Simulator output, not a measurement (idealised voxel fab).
process module | voxel fin reveal
cross-section cut | 210 nm wide | cells 5 nm
A cross-section is a grid of square cells, given in bands from the top down. A band is one or more rows of cells.
Each band's line starts with the height of the band's top and of its bottom, in nm. Then come its materials from left to right, each with its width in nm. One material with "throughout" fills the band from edge to edge. "air" is empty space.
Height 0 is the level under which the wafer as received is all one material. The lowest band goes on downwards, as in "0 down".
A width such as "30 to 40" changes by the same amount from each row of cells to the next, from the band's top row to its bottom row.
"no change" after a step means that no cell of the cross-section changed.
closed voids: empty space of 8 cells or more with no open way to the top, each as width x height at its distance from the left edge, in nm
after a step's settings: what the simulator itself notes on the step
overlay nm, on a step with a mask: how far to the right of its planned place the mask lay; to the left if negative
plan
1 op RECEIVE | material Si
2 op CONFORMAL_DEP | material SiN | thk nm 5
3 op PATTERN | tone cover | mask id FINS | material resist | width nm 15 | pitch nm 40 | thk nm 20 | overlay nm 0
4 op DIRECTIONAL_ETCH | etch materials SiN | depth nm 5
5 op DIRECTIONAL_ETCH | etch materials Si | depth nm 35
6 op STRIP | etch materials resist
7 op FILL_DEP | material SiO2 | thk nm 5
8 op CMP | height nm 5
9 op SELECTIVE_ETCH | etch materials SiO2 | depth nm 30
10 op STRIP | etch materials SiN
11 op CONFORMAL_DEP | material HfO2 | thk nm 5
first wafer, as planned
as received, after step 1
  0 down: Si throughout
  closed voids: none
after step 2
  5 to 0: SiN throughout
  below 0: unchanged
after step 3
  25 to 5: air 35 | resist 15 | air 25 | resist 15 | air 25 | resist 15 | air 25 | resist 15 | air 40
  below 5: unchanged
after step 4
  25 to 5: air 35 | resist 15 | air 25 | resist 15 | air 25 | resist 15 | air 25 | resist 15 | air 40
  5 to 0: air 35 | SiN 15 | air 25 | SiN 15 | air 25 | SiN 15 | air 25 | SiN 15 | air 40
  below 0: unchanged
after step 5
  25 to 5: air 35 | resist 15 | air 25 | resist 15 | air 25 | resist 15 | air 25 | resist 15 | air 40
  5 to 0: air 35 | SiN 15 | air 25 | SiN 15 | air 25 | SiN 15 | air 25 | SiN 15 | air 40
  0 to -35: air 35 | Si 15 | air 25 | Si 15 | air 25 | Si 15 | air 25 | Si 15 | air 40
  below -35: unchanged
after step 6
  5 to 0: air 35 | SiN 15 | air 25 | SiN 15 | air 25 | SiN 15 | air 25 | SiN 15 | air 40
  below 0: unchanged
after step 7
  10 to 5: SiO2 throughout
  5 to 0: SiO2 35 | SiN 15 | SiO2 25 | SiN 15 | SiO2 25 | SiN 15 | SiO2 25 | SiN 15 | SiO2 40
  0 to -35: SiO2 35 | Si 15 | SiO2 25 | Si 15 | SiO2 25 | Si 15 | SiO2 25 | Si 15 | SiO2 40
  below -35: unchanged
after step 8
  5 to 0: SiO2 35 | SiN 15 | SiO2 25 | SiN 15 | SiO2 25 | SiN 15 | SiO2 25 | SiN 15 | SiO2 40
  below 0: unchanged
after step 9
  5 to 0: air 35 | SiN 15 | air 25 | SiN 15 | air 25 | SiN 15 | air 25 | SiN 15 | air 40
  0 to -25: air 35 | Si 15 | air 25 | Si 15 | air 25 | Si 15 | air 25 | Si 15 | air 40
  below -25: unchanged
after step 10
  0 to -25: air 35 | Si 15 | air 25 | Si 15 | air 25 | Si 15 | air 25 | Si 15 | air 40
  below -25: unchanged
after step 11
  5 to 0: air 30 | HfO2 25 | air 15 | HfO2 25 | air 15 | HfO2 25 | air 15 | HfO2 25 | air 35
  0 to -20: air 30 | HfO2 5 | Si 15 | HfO2 5 | air 15 | HfO2 5 | Si 15 | HfO2 5 | air 15 | HfO2 5 | Si 15 | HfO2 5 | air 15 | HfO2 5 | Si 15 | HfO2 5 | air 35
  -20 to -25: HfO2 35 | Si 15 | HfO2 25 | Si 15 | HfO2 25 | Si 15 | HfO2 25 | Si 15 | HfO2 40
  below -25: unchanged
second wafer: like start, like plan, one mistake. Through step 4 it matches the first wafer
when step 5 should have ended
  25 to 5: air 35 | resist 15 | air 25 | resist 15 | air 25 | resist 15 | air 25 | resist 15 | air 40
  5 to 0: air 35 | SiN 15 | air 25 | SiN 15 | air 25 | SiN 15 | air 25 | SiN 15 | air 40
  0 to -30: air 35 | Si 15 | air 25 | Si 15 | air 25 | Si 15 | air 25 | Si 15 | air 40
  below -30: unchanged
when step 6 should have ended
  5 to 0: air 35 | SiN 15 | air 25 | SiN 15 | air 25 | SiN 15 | air 25 | SiN 15 | air 40
  below 0: unchanged
when step 7 should have ended
  10 to 5: SiO2 throughout
  5 to 0: SiO2 35 | SiN 15 | SiO2 25 | SiN 15 | SiO2 25 | SiN 15 | SiO2 25 | SiN 15 | SiO2 40
  0 to -30: SiO2 35 | Si 15 | SiO2 25 | Si 15 | SiO2 25 | Si 15 | SiO2 25 | Si 15 | SiO2 40
  below -30: unchanged
when step 8 should have ended
  5 to 0: SiO2 35 | SiN 15 | SiO2 25 | SiN 15 | SiO2 25 | SiN 15 | SiO2 25 | SiN 15 | SiO2 40
  below 0: unchanged
when step 9 should have ended
  5 to 0: air 35 | SiN 15 | air 25 | SiN 15 | air 25 | SiN 15 | air 25 | SiN 15 | air 40
  0 to -25: air 35 | Si 15 | air 25 | Si 15 | air 25 | Si 15 | air 25 | Si 15 | air 40
  below -25: unchanged
when step 10 should have ended
  0 to -25: air 35 | Si 15 | air 25 | Si 15 | air 25 | Si 15 | air 25 | Si 15 | air 40
  below -25: unchanged
when step 11 should have ended
  5 to 0: air 30 | HfO2 25 | air 15 | HfO2 25 | air 15 | HfO2 25 | air 15 | HfO2 25 | air 35
  0 to -20: air 30 | HfO2 5 | Si 15 | HfO2 5 | air 15 | HfO2 5 | Si 15 | HfO2 5 | air 15 | HfO2 5 | Si 15 | HfO2 5 | air 15 | HfO2 5 | Si 15 | HfO2 5 | air 35
  -20 to -25: HfO2 35 | Si 15 | HfO2 25 | Si 15 | HfO2 25 | Si 15 | HfO2 25 | Si 15 | HfO2 40
  below -25: unchanged
what went wrong: step 5 ran as: op DIRECTIONAL_ETCH | etch materials Si | depth nm 30
at the end the second wafer has, in cells: 30 more of Si | 30 fewer of SiO2
